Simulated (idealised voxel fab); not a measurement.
process module | voxel self aligned contacts
FYI the section here is cut, 250 nm wide, cells are 5 nm squares.
A cross-section in this document is a grid of square cells, and it is written down as bands, the top band listed before the ones below it; a band is made up of one or more rows of cells. Heights first: top, then bottom, in nm. Then materials, left to right, each with a width in nm. "full width" on a single material: fills the band edge to edge. "air": empty space. Height reference: 0 = level under which incoming wafer is all one material. Lowest band: no bottom, runs on downward, e.g. "0 nm and below". Width: "30..40" (first number = top row, second number = bottom row, same change from row to row of cells). Take "remains unaltered" at face value: in the step it is given for, the cross-section changed in none of its cells. "Closed cavities" enumerates empty spaces isolated from the top, with no open way to it, that contain at least 8 cells, giving each as width x height at distance from the left edge, all three in nm. Step line, after settings: the simulator's comment on this step. If you see "overlay nm" on a step's line and that step has a mask, it's telling you how far right of where it was planned the mask ended up; a negative number means it went left instead.

# This section lists the process steps that were planned
1. RECEIVE (material Si)
2. OXIDIZE (depth nm 5)
3. DIRECTIONAL_DEP (material polySi; thk nm 25)
4. DIRECTIONAL_DEP (material SiN; thk nm 15)
5. PATTERN (tone cover; mask id GATE; material resist; width nm 35; pitch nm 60; thk nm 20; overlay nm 0)
6. DIRECTIONAL_ETCH (etch materials SiN; depth nm 15)
7. DIRECTIONAL_ETCH (etch materials polySi; depth nm 25)
8. STRIP (etch materials resist)
9. CONFORMAL_DEP (material SiN; thk nm 5)
10. DIRECTIONAL_ETCH (etch materials SiN; depth nm 5)
11. FILL_DEP (material SiO2; thk nm 20)
12. CMP (height nm 50)
13. DIRECTIONAL_DEP (material aC; thk nm 10)
14. PATTERN (tone open; mask id CONTACT; material resist; width nm 45; thk nm 30; overlay nm 0)
15. DIRECTIONAL_ETCH (etch materials aC; depth nm 10)
16. STRIP (etch materials resist)
17. DIRECTIONAL_ETCH (etch materials SiO2; depth nm 55)
18. STRIP (etch materials aC)
19. CONFORMAL_DEP (material TiN; thk nm 5)
20. FILL_DEP (material W; thk nm 5)
21. CMP (height nm 50)
22. CONFORMAL_DEP (material SiN; thk nm 5)

# The first of the two wafers, which ran as planned

# Incoming wafer in cross-section (state: after step 1)
0 nm and below | Si full width
Closed cavities: none

# Cross-sectional representation of the wafer at the conclusion of step 2
0 nm to -5 nm | SiO2 full width
below -5: unchanged

# Cross-sectional representation of the wafer at the conclusion of step 3
25 nm to 0 nm | polySi full width
below 0: unchanged

# Cross-sectional representation of the wafer at the conclusion of step 4
40 nm to 25 nm | SiN full width
below 25: unchanged

# Cross-sectional representation of the wafer at the conclusion of step 5
60 nm to 40 nm | air 75, then resist 35, then air 25, then resist 35, then air 80
below 40: unchanged

# Cross-sectional representation of the wafer at the conclusion of step 6
60 nm to 40 nm | air 75, then resist 35, then air 25, then resist 35, then air 80
40 nm to 25 nm | air 75, then SiN 35, then air 25, then SiN 35, then air 80
below 25: unchanged

# Cross-sectional representation of the wafer at the conclusion of step 7
60 nm to 40 nm | air 75, then resist 35, then air 25, then resist 35, then air 80
40 nm to 25 nm | air 75, then SiN 35, then air 25, then SiN 35, then air 80
25 nm to 0 nm | air 75, then polySi 35, then air 25, then polySi 35, then air 80
below 0: unchanged

# Cross-sectional representation of the wafer at the conclusion of step 8
40 nm to 25 nm | air 75, then SiN 35, then air 25, then SiN 35, then air 80
below 25: unchanged

# Cross-sectional representation of the wafer at the conclusion of step 9
45 nm to 25 nm | air 70, then SiN 45, then air 15, then SiN 45, then air 75
25 nm to 5 nm | air 70, then SiN 5, then polySi 35, then SiN 5, then air 15, then SiN 5, then polySi 35, then SiN 5, then air 75
5 nm to 0 nm | SiN 75, then polySi 35, then SiN 25, then polySi 35, then SiN 80
below 0: unchanged

# Cross-sectional representation of the wafer at the conclusion of step 10
40 nm to 25 nm | air 70, then SiN 45, then air 15, then SiN 45, then air 75
25 nm to 0 nm | air 70, then SiN 5, then polySi 35, then SiN 5, then air 15, then SiN 5, then polySi 35, then SiN 5, then air 75
below 0: unchanged

# Cross-sectional representation of the wafer at the conclusion of step 11
60 nm to 40 nm | SiO2 full width
40 nm to 25 nm | SiO2 70, then SiN 45, then SiO2 15, then SiN 45, then SiO2 75
25 nm to 0 nm | SiO2 70, then SiN 5, then polySi 35, then SiN 5, then SiO2 15, then SiN 5, then polySi 35, then SiN 5, then SiO2 75
below 0: unchanged

# Cross-sectional representation of the wafer at the conclusion of step 12
50 nm to 40 nm | SiO2 full width
below 40: unchanged

# Cross-sectional representation of the wafer at the conclusion of step 13
60 nm to 50 nm | aC full width
below 50: unchanged

# Cross-sectional representation of the wafer at the conclusion of step 14
90 nm to 60 nm | resist 100, then air 45, then resist 105
below 60: unchanged

# Cross-sectional representation of the wafer at the conclusion of step 15
80 nm to 60 nm | resist 100, then air 45, then resist 105
60 nm to 50 nm | aC 100, then air 45, then aC 105
below 50: unchanged

# Cross-sectional representation of the wafer at the conclusion of step 16
60 nm to 50 nm | aC 100, then air 45, then aC 105
below 50: unchanged

# Cross-sectional representation of the wafer at the conclusion of step 17
60 nm to 50 nm | aC 100, then air 45, then aC 105
50 nm to 40 nm | SiO2 100, then air 45, then SiO2 105
40 nm to 25 nm | SiO2 70, then SiN 45, then air 15, then SiN 45, then SiO2 75
25 nm to 0 nm | SiO2 70, then SiN 5, then polySi 35, then SiN 5, then air 15, then SiN 5, then polySi 35, then SiN 5, then SiO2 75
0 nm to -5 nm | SiO2 115, then air 15, then SiO2 120
below -5: unchanged

# Cross-sectional representation of the wafer at the conclusion of step 18
50 nm to 40 nm | SiO2 100, then air 45, then SiO2 105
below 40: unchanged

# Cross-sectional representation of the wafer at the conclusion of step 19
55 nm to 50 nm | TiN 105, then air 35, then TiN 110
50 nm to 40 nm | SiO2 100, then TiN 5..20, then air 35..5, then TiN 5..20, then SiO2 105
40 nm to 25 nm | SiO2 70, then SiN 45, then TiN 5, then air 5, then TiN 5, then SiN 45, then SiO2 75
25 nm to 0 nm | SiO2 70, then SiN 5, then polySi 35, then SiN 5, then TiN 5, then air 5, then TiN 5, then SiN 5, then polySi 35, then SiN 5, then SiO2 75
0 nm to -5 nm | SiO2 115, then TiN 15, then SiO2 120
below -5: unchanged

# Cross-sectional representation of the wafer at the conclusion of step 20
60 nm to 55 nm | W full width
55 nm to 50 nm | TiN 105, then W 35, then TiN 110
50 nm to 40 nm | SiO2 100, then TiN 5..20, then W 35..5, then TiN 5..20, then SiO2 105
40 nm to 25 nm | SiO2 70, then SiN 45, then TiN 5, then W 5, then TiN 5, then SiN 45, then SiO2 75
25 nm to 0 nm | SiO2 70, then SiN 5, then polySi 35, then SiN 5, then TiN 5, then W 5, then TiN 5, then SiN 5, then polySi 35, then SiN 5, then SiO2 75
below 0: unchanged

# Cross-sectional representation of the wafer at the conclusion of step 21
50 nm to 40 nm | SiO2 100, then TiN 5..20, then W 35..5, then TiN 5..20, then SiO2 105
below 40: unchanged

# Cross-sectional representation of the wafer at the conclusion of step 22
55 nm to 50 nm | SiN full width
below 50: unchanged

# Now the other wafer: same start, same recipe, but we messed up one thing when running it. Up to and including step 1 it's the same as the first one

Second wafer: cross-section at the scheduled end of step 2: remains unaltered

# Second wafer: cross-section at the scheduled end of step 3
25 nm to 0 nm | polySi full width
below 0: unchanged

# Second wafer: cross-section at the scheduled end of step 4
40 nm to 25 nm | SiN full width
below 25: unchanged

# Second wafer: cross-section at the scheduled end of step 5
60 nm to 40 nm | air 75, then resist 35, then air 25, then resist 35, then air 80
below 40: unchanged

# Second wafer: cross-section at the scheduled end of step 6
60 nm to 40 nm | air 75, then resist 35, then air 25, then resist 35, then air 80
40 nm to 25 nm | air 75, then SiN 35, then air 25, then SiN 35, then air 80
below 25: unchanged

# Second wafer: cross-section at the scheduled end of step 7
60 nm to 40 nm | air 75, then resist 35, then air 25, then resist 35, then air 80
40 nm to 25 nm | air 75, then SiN 35, then air 25, then SiN 35, then air 80
25 nm to 0 nm | air 75, then polySi 35, then air 25, then polySi 35, then air 80
below 0: unchanged

# Second wafer: cross-section at the scheduled end of step 8
40 nm to 25 nm | air 75, then SiN 35, then air 25, then SiN 35, then air 80
below 25: unchanged

# Second wafer: cross-section at the scheduled end of step 9
45 nm to 25 nm | air 70, then SiN 45, then air 15, then SiN 45, then air 75
25 nm to 5 nm | air 70, then SiN 5, then polySi 35, then SiN 5, then air 15, then SiN 5, then polySi 35, then SiN 5, then air 75
5 nm to 0 nm | SiN 75, then polySi 35, then SiN 25, then polySi 35, then SiN 80
below 0: unchanged

# Second wafer: cross-section at the scheduled end of step 10
40 nm to 25 nm | air 70, then SiN 45, then air 15, then SiN 45, then air 75
25 nm to 0 nm | air 70, then SiN 5, then polySi 35, then SiN 5, then air 15, then SiN 5, then polySi 35, then SiN 5, then air 75
below 0: unchanged

# Second wafer: cross-section at the scheduled end of step 11
60 nm to 40 nm | SiO2 full width
40 nm to 25 nm | SiO2 70, then SiN 45, then SiO2 15, then SiN 45, then SiO2 75
25 nm to 0 nm | SiO2 70, then SiN 5, then polySi 35, then SiN 5, then SiO2 15, then SiN 5, then polySi 35, then SiN 5, then SiO2 75
below 0: unchanged

# Second wafer: cross-section at the scheduled end of step 12
50 nm to 40 nm | SiO2 full width
below 40: unchanged

# Second wafer: cross-section at the scheduled end of step 13
60 nm to 50 nm | aC full width
below 50: unchanged

# Second wafer: cross-section at the scheduled end of step 14
90 nm to 60 nm | resist 100, then air 45, then resist 105
below 60: unchanged

# Second wafer: cross-section at the scheduled end of step 15
80 nm to 60 nm | resist 100, then air 45, then resist 105
60 nm to 50 nm | aC 100, then air 45, then aC 105
below 50: unchanged

# Second wafer: cross-section at the scheduled end of step 16
60 nm to 50 nm | aC 100, then air 45, then aC 105
below 50: unchanged

# Second wafer: cross-section at the scheduled end of step 17
60 nm to 50 nm | aC 100, then air 45, then aC 105
50 nm to 40 nm | SiO2 100, then air 45, then SiO2 105
40 nm to 25 nm | SiO2 70, then SiN 45, then air 15, then SiN 45, then SiO2 75
25 nm to 0 nm | SiO2 70, then SiN 5, then polySi 35, then SiN 5, then air 15, then SiN 5, then polySi 35, then SiN 5, then SiO2 75
below 0: unchanged

# Second wafer: cross-section at the scheduled end of step 18
50 nm to 40 nm | SiO2 100, then air 45, then SiO2 105
below 40: unchanged

# Second wafer: cross-section at the scheduled end of step 19
55 nm to 50 nm | TiN 105, then air 35, then TiN 110
50 nm to 40 nm | SiO2 100, then TiN 5..20, then air 35..5, then TiN 5..20, then SiO2 105
40 nm to 25 nm | SiO2 70, then SiN 45, then TiN 5, then air 5, then TiN 5, then SiN 45, then SiO2 75
25 nm to 5 nm | SiO2 70, then SiN 5, then polySi 35, then SiN 5, then TiN 5, then air 5, then TiN 5, then SiN 5, then polySi 35, then SiN 5, then SiO2 75
5 nm to 0 nm | SiO2 70, then SiN 5, then polySi 35, then SiN 5, then TiN 15, then SiN 5, then polySi 35, then SiN 5, then SiO2 75
below 0: unchanged

# Second wafer: cross-section at the scheduled end of step 20
60 nm to 55 nm | W full width
55 nm to 50 nm | TiN 105, then W 35, then TiN 110
50 nm to 40 nm | SiO2 100, then TiN 5..20, then W 35..5, then TiN 5..20, then SiO2 105
40 nm to 25 nm | SiO2 70, then SiN 45, then TiN 5, then W 5, then TiN 5, then SiN 45, then SiO2 75
25 nm to 5 nm | SiO2 70, then SiN 5, then polySi 35, then SiN 5, then TiN 5, then W 5, then TiN 5, then SiN 5, then polySi 35, then SiN 5, then SiO2 75
below 5: unchanged

# Second wafer: cross-section at the scheduled end of step 21
50 nm to 40 nm | SiO2 100, then TiN 5..20, then W 35..5, then TiN 5..20, then SiO2 105
below 40: unchanged

# Second wafer: cross-section at the scheduled end of step 22
55 nm to 50 nm | SiN full width
below 50: unchanged
Short version of what went wrong: not run: step 2 of the plan (skipped)
Heads up, by the end the second wafer has more or fewer cells of some materials compared to the first: 50 more of Si; 47 fewer of SiO2; 2 fewer of TiN; 1 fewer of W
